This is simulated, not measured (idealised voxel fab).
Module name: voxel self aligned contacts (process module)
Displayed cross-section: cut, width of 290 nm, square cells sized 5 nm.
Just so we're on the same page, the cross-sections are grids of square cells, and they're listed out in bands top to bottom, each band one or more rows deep. Basically the band line says how high the top is and how high the bottom is, in nm, and then what's in it from left to right, every material with its width in nm. Empty space shows up as "air", and if a single material carries "throughout" it runs the full band edge to edge. Where do heights start? At 0: under that level the wafer as delivered is made of one material only. And the lowest band has no floor; it just carries on downward, as in "0 and below". So if you see something like "30->40" for the width, read it as the top row of the band sitting at the first number and the bottom row at the second, with every row in between moving by the same amount as the last. Reading "no modifications" for a step: not a cell of the cross-section changed in it. The entry titled "Closed void catalog" provides the empty spaces that have no open way to the top, restricted to those of 8 cells or more. Each is presented as width x height at distance, the distance being measured from the left edge, with all three in nm. Post-settings text on a step line: simulator's own remark regarding the step. The setting "overlay nm" may be written on the line of a step. When the step uses a mask, the value reports how far to the right of the planned place the mask lay, and a negative value reports that it lay to the left.

[The planned process steps are enumerated hereunder]
1: RECEIVE | material Si
2: OXIDIZE | depth nm 5
3: DIRECTIONAL_DEP | material polySi | thk nm 20
4: DIRECTIONAL_DEP | material SiN | thk nm 20
5: DIRECTIONAL_DEP | material aC | thk nm 15
6: PATTERN | tone cover | mask id GATE | material resist | width nm 30 | pitch nm 70 | thk nm 30 | overlay nm 0
7: DIRECTIONAL_ETCH | etch materials aC | depth nm 15
8: STRIP | etch materials resist
9: DIRECTIONAL_ETCH | etch materials SiN | depth nm 20
10: DIRECTIONAL_ETCH | etch materials polySi | depth nm 20
11: STRIP | etch materials aC
12: CONFORMAL_DEP | material SiN | thk nm 10
13: DIRECTIONAL_ETCH | etch materials SiN | depth nm 10
14: FILL_DEP | material SiO2 | thk nm 20
15: CMP | height nm 50
16: DIRECTIONAL_DEP | material aC | thk nm 15
17: PATTERN | tone open | mask id CONTACT | material resist | width nm 50 | thk nm 30 | overlay nm 0
18: DIRECTIONAL_ETCH | etch materials aC | depth nm 15
19: STRIP | etch materials resist
20: DIRECTIONAL_ETCH | etch materials SiO2 | depth nm 55
21: STRIP | etch materials aC
22: CONFORMAL_DEP | material TiN | thk nm 5
23: FILL_DEP | material Ru | thk nm 10
24: CMP | height nm 50
25: CONFORMAL_DEP | material SiN | thk nm 5

[As-received state of the wafer in cross-section, equivalent to post-step 1]
  0 and below: Si throughout
  Closed void catalog: none

[Run as planned - first of the two wafers cross-sectioned at the end of the module]
  55 down to 50: SiN throughout
  50 down to 40: SiO2: 120, TiN: 5->20, Ru: 40->10, TiN: 5->20, SiO2: 120
  40 down to 20: SiO2: 85, SiN: 50, TiN: 5, Ru: 10, TiN: 5, SiN: 50, SiO2: 85
  20 down to 0: SiO2: 85, SiN: 10, polySi: 30, SiN: 10, TiN: 5, Ru: 10, TiN: 5, SiN: 10, polySi: 30, SiN: 10, SiO2: 85
  0 down to -5: SiO2: 135, TiN: 20, SiO2: 135
  -5 and below: Si throughout
  Closed void catalog: none

[Here is the second of the two wafers cut open at the end of the module - same start, same plan as the first one, but we made one mistake running it]
  55 down to 50: SiN throughout
  50 down to 40: SiO2: 120, TiN: 5->25, Ru: 40->5, TiN: 5->20, SiO2: 120
  40 down to 20: SiO2: 85, SiN: 55, TiN: 5, Ru: 5, TiN: 5, SiN: 55, SiO2: 80
  20 down to 0: SiO2: 85, SiN: 10, polySi: 35, SiN: 10, TiN: 5, Ru: 5, TiN: 5, SiN: 10, polySi: 35, SiN: 10, SiO2: 80
  0 down to -5: SiO2: 140, TiN: 15, SiO2: 135
  -5 and below: Si throughout
  Closed void catalog: none
What went wrong in running the wafer? in deviation from the planned setting, step 6 was conducted as PATTERN | tone cover | mask id GATE | material resist | width nm 35 | pitch nm 70 | thk nm 30 | overlay nm 0
At the finish, the second wafer shows more or fewer cells for some materials than the first does: Ru -9, SiN +8, SiO2 -7, polySi +8
